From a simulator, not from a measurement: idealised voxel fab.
process module | voxel capacitor over wiring
cross-section cut | 300 nm wide | cells 5 nm
A cross-section is a grid of square cells, given in bands from the top down. A band is one or more rows of cells.
Each band's line starts with the height of the band's top and of its bottom, in nm. Then come its materials from left to right, each with its width in nm. One material with "throughout" fills the band from edge to edge. "air" is empty space.
Height 0 is the level under which the wafer as received is all one material. The lowest band goes on downwards, as in "0 down".
A width such as "30 to 40" changes by the same amount from each row of cells to the next, from the band's top row to its bottom row.
"no change" after a step means that no cell of the cross-section changed.
closed voids: empty space of 8 cells or more with no open way to the top, each as width x height at its distance from the left edge, in nm
after a step's settings: what the simulator itself notes on the step
overlay nm, on a step with a mask: how far to the right of its planned place the mask lay; to the left if negative
plan
1 op RECEIVE | material Si
2 op CONFORMAL_DEP | material SiO2 | thk nm 15
3 op DIRECTIONAL_DEP | material TiN | thk nm 5
4 op DIRECTIONAL_DEP | material W | thk nm 25
5 op PATTERN | tone cover | mask id METAL_1 | material resist | width nm 20 | pitch nm 85 | thk nm 20 | overlay nm 0
6 op DIRECTIONAL_ETCH | etch materials W | depth nm 25
7 op DIRECTIONAL_ETCH | etch materials TiN | depth nm 5
8 op STRIP | etch materials resist
9 op CONFORMAL_DEP | material SiN | thk nm 5
10 op FILL_DEP | material lowk | thk nm 10
11 op CMP | height nm 45
12 op CONFORMAL_DEP | material SiCN | thk nm 5
13 op DIRECTIONAL_DEP | material lowk | thk nm 15
14 op DIRECTIONAL_DEP | material aC | thk nm 10
15 op PATTERN | tone open | mask id PLUG_1 | material resist | width nm 15 | thk nm 30 | overlay nm 0
16 op DIRECTIONAL_ETCH | etch materials aC | depth nm 10
17 op STRIP | etch materials resist
18 op DIRECTIONAL_ETCH | etch materials lowk | depth nm 15
19 op DIRECTIONAL_ETCH | etch materials SiCN | depth nm 5
20 op STRIP | etch materials aC
21 op EPI | material Ru | thk nm 10
22 op EPI | material Ru | thk nm 10
23 op DIRECTIONAL_DEP | material TiN | thk nm 5
24 op DIRECTIONAL_DEP | material Al2O3 | thk nm 5
25 op DIRECTIONAL_DEP | material TiN | thk nm 10
26 op MASKED_ETCH | tone cover | mask id UPPER_PLATE | width nm 70 | etch materials TiN | depth nm 10 | overlay nm 0
27 op MASKED_ETCH | tone cover | mask id UPPER_PLATE | width nm 70 | etch materials Al2O3 | depth nm 5 | overlay nm 0
28 op DIRECTIONAL_DEP | material aC | thk nm 15
29 op PATTERN | tone cover | mask id LOWER_PLATE | material resist | width nm 80 | thk nm 30 | overlay nm 0
30 op DIRECTIONAL_ETCH | etch materials aC | depth nm 15
31 op STRIP | etch materials resist
32 op DIRECTIONAL_ETCH | etch materials TiN | depth nm 5
33 op STRIP | etch materials aC
34 op FILL_DEP | material SiO2 | thk nm 20
35 op CMP | height nm 100
36 op MASKED_ETCH | tone open | mask id PLUG_2 | width nm 15 | etch materials SiO2 | depth nm 15 | overlay nm 0
37 op CONFORMAL_DEP | material TiN | thk nm 5
38 op FILL_DEP | material Ru | thk nm 10
39 op CMP | height nm 100
40 op CONFORMAL_DEP | material SiN | thk nm 5
first wafer, as planned
as received, after step 1
  0 down: Si throughout
  closed voids: none
after step 2
  15 to 0: SiO2 throughout
  below 0: unchanged
after step 3
  20 to 15: TiN throughout
  below 15: unchanged
after step 4
  45 to 20: W throughout
  below 20: unchanged
after step 5
  65 to 45: air 95 | resist 20 | air 65 | resist 20 | air 100
  below 45: unchanged
after step 6
  65 to 45: air 95 | resist 20 | air 65 | resist 20 | air 100
  45 to 20: air 95 | W 20 | air 65 | W 20 | air 100
  below 20: unchanged
after step 7
  65 to 45: air 95 | resist 20 | air 65 | resist 20 | air 100
  45 to 20: air 95 | W 20 | air 65 | W 20 | air 100
  20 to 15: air 95 | TiN 20 | air 65 | TiN 20 | air 100
  below 15: unchanged
after step 8
  45 to 20: air 95 | W 20 | air 65 | W 20 | air 100
  below 20: unchanged
after step 9
  50 to 45: air 90 | SiN 30 | air 55 | SiN 30 | air 95
  45 to 20: air 90 | SiN 5 | W 20 | SiN 5 | air 55 | SiN 5 | W 20 | SiN 5 | air 95
  20 to 15: SiN 95 | TiN 20 | SiN 65 | TiN 20 | SiN 100
  below 15: unchanged
after step 10
  60 to 50: lowk throughout
  50 to 45: lowk 90 | SiN 30 | lowk 55 | SiN 30 | lowk 95
  45 to 20: lowk 90 | SiN 5 | W 20 | SiN 5 | lowk 55 | SiN 5 | W 20 | SiN 5 | lowk 95
  below 20: unchanged
after step 11
  45 to 20: lowk 90 | SiN 5 | W 20 | SiN 5 | lowk 55 | SiN 5 | W 20 | SiN 5 | lowk 95
  below 20: unchanged
after step 12
  50 to 45: SiCN throughout
  below 45: unchanged
after step 13
  65 to 50: lowk throughout
  below 50: unchanged
after step 14
  75 to 65: aC throughout
  below 65: unchanged
after step 15
  105 to 75: resist 100 | air 15 | resist 185
  below 75: unchanged
after step 16
  95 to 75: resist 100 | air 15 | resist 185
  75 to 65: aC 100 | air 15 | aC 185
  below 65: unchanged
after step 17
  75 to 65: aC 100 | air 15 | aC 185
  below 65: unchanged
after step 18
  75 to 65: aC 100 | air 15 | aC 185
  65 to 50: lowk 100 | air 15 | lowk 185
  below 50: unchanged
after step 19
  75 to 65: aC 100 | air 15 | aC 185
  65 to 50: lowk 100 | air 15 | lowk 185
  50 to 45: SiCN 100 | air 15 | SiCN 185
  below 45: unchanged
after step 20
  65 to 50: lowk 100 | air 15 | lowk 185
  below 50: unchanged
after step 21
  65 to 55: lowk 100 | air 15 | lowk 185
  55 to 50: lowk 100 | Ru 15 | lowk 185
  50 to 45: SiCN 100 | Ru 15 | SiCN 185
  below 45: unchanged
after step 22
  65 to 50: lowk 100 | Ru 15 | lowk 185
  below 50: unchanged
after step 23
  70 to 65: TiN throughout
  below 65: unchanged
after step 24
  75 to 70: Al2O3 throughout
  below 70: unchanged
after step 25
  85 to 75: TiN throughout
  below 75: unchanged
after step 26
  85 to 75: air 100 | TiN 70 | air 130
  below 75: unchanged
after step 27
  85 to 75: air 100 | TiN 70 | air 130
  75 to 70: air 100 | Al2O3 70 | air 130
  below 70: unchanged
after step 28
  100 to 85: air 100 | aC 70 | air 130
  85 to 75: aC 100 | TiN 70 | aC 130
  75 to 70: aC 100 | Al2O3 70 | aC 130
  below 70: unchanged
after step 29
  130 to 100: air 95 | resist 80 | air 125
  100 to 85: air 95 | resist 5 | aC 70 | resist 5 | air 125
  below 85: unchanged
after step 30
  115 to 100: air 95 | resist 80 | air 125
  100 to 85: air 95 | resist 5 | aC 70 | resist 5 | air 125
  85 to 75: air 95 | aC 5 | TiN 70 | aC 5 | air 125
  75 to 70: air 95 | aC 5 | Al2O3 70 | aC 5 | air 125
  below 70: unchanged
after step 31
  100 to 85: air 100 | aC 70 | air 130
  below 85: unchanged
after step 32
  100 to 85: air 100 | aC 70 | air 130
  85 to 75: air 95 | aC 5 | TiN 70 | aC 5 | air 125
  75 to 70: air 95 | aC 5 | Al2O3 70 | aC 5 | air 125
  70 to 65: air 95 | TiN 80 | air 125
  below 65: unchanged
after step 33
  85 to 75: air 100 | TiN 70 | air 130
  75 to 70: air 100 | Al2O3 70 | air 130
  below 70: unchanged
after step 34
  105 to 85: SiO2 throughout
  85 to 75: SiO2 100 | TiN 70 | SiO2 130
  75 to 70: SiO2 100 | Al2O3 70 | SiO2 130
  70 to 65: SiO2 95 | TiN 80 | SiO2 125
  below 65: unchanged
after step 35
  100 to 85: SiO2 throughout
  below 85: unchanged
after step 36
  100 to 85: SiO2 110 | air 15 | SiO2 175
  below 85: unchanged
after step 37
  105 to 100: TiN 115 | air 5 | TiN 180
  100 to 90: SiO2 110 | TiN 5 | air 5 | TiN 5 | SiO2 175
  90 to 85: SiO2 110 | TiN 15 | SiO2 175
  below 85: unchanged
after step 38
  115 to 105: Ru throughout
  105 to 100: TiN 115 | Ru 5 | TiN 180
  100 to 90: SiO2 110 | TiN 5 | Ru 5 | TiN 5 | SiO2 175
  below 90: unchanged
after step 39
  100 to 90: SiO2 110 | TiN 5 | Ru 5 | TiN 5 | SiO2 175
  below 90: unchanged
after step 40
  105 to 100: SiN throughout
  below 100: unchanged
second wafer: like start, like plan, one mistake. Through step 21 it matches the first wafer
when step 22 should have ended
  70 to 65: TiN 100 | air 15 | TiN 185
  65 to 60: lowk 100 | air 15 | lowk 185
  60 to 55: lowk 100 | TiN 15 | lowk 185
  below 55: unchanged
when step 23 should have ended
  80 to 70: Ru throughout
  70 to 65: TiN 100 | Ru 15 | TiN 185
  65 to 60: lowk 100 | Ru 15 | lowk 185
  below 60: unchanged
when step 24 should have ended
  85 to 80: Al2O3 throughout
  below 80: unchanged
when step 25 should have ended
  95 to 85: TiN throughout
  below 85: unchanged
when step 26 should have ended
  95 to 85: air 100 | TiN 70 | air 130
  below 85: unchanged
when step 27 should have ended
  95 to 85: air 100 | TiN 70 | air 130
  85 to 80: air 100 | Al2O3 70 | air 130
  below 80: unchanged
when step 28 should have ended
  110 to 95: air 100 | aC 70 | air 130
  95 to 85: aC 100 | TiN 70 | aC 130
  85 to 80: aC 100 | Al2O3 70 | aC 130
  below 80: unchanged
when step 29 should have ended
  140 to 110: air 95 | resist 80 | air 125
  110 to 95: air 95 | resist 5 | aC 70 | resist 5 | air 125
  below 95: unchanged
when step 30 should have ended
  125 to 110: air 95 | resist 80 | air 125
  110 to 95: air 95 | resist 5 | aC 70 | resist 5 | air 125
  95 to 85: air 95 | aC 5 | TiN 70 | aC 5 | air 125
  85 to 80: air 95 | aC 5 | Al2O3 70 | aC 5 | air 125
  below 80: unchanged
when step 31 should have ended
  110 to 95: air 100 | aC 70 | air 130
  below 95: unchanged
when step 32 should have ended: no change
when step 33 should have ended
  95 to 85: air 100 | TiN 70 | air 130
  85 to 80: air 100 | Al2O3 70 | air 130
  below 80: unchanged
when step 34 should have ended
  115 to 95: SiO2 throughout
  95 to 85: SiO2 100 | TiN 70 | SiO2 130
  85 to 80: SiO2 100 | Al2O3 70 | SiO2 130
  below 80: unchanged
when step 35 should have ended
  100 to 95: SiO2 throughout
  below 95: unchanged
when step 36 should have ended
  100 to 95: SiO2 110 | air 15 | SiO2 175
  below 95: unchanged
when step 37 should have ended
  105 to 100: TiN 115 | air 5 | TiN 180
  100 to 95: SiO2 110 | TiN 15 | SiO2 175
  below 95: unchanged
when step 38 should have ended
  115 to 105: Ru throughout
  105 to 100: TiN 115 | Ru 5 | TiN 180
  below 100: unchanged
when step 39 should have ended
  100 to 95: SiO2 110 | TiN 15 | SiO2 175
  below 95: unchanged
when step 40 should have ended
  105 to 100: SiN throughout
  below 100: unchanged
what went wrong: steps 22 and 23 were swapped
at the end the second wafer has, in cells: 118 more of Ru | 158 fewer of SiO2 | 40 more of TiN
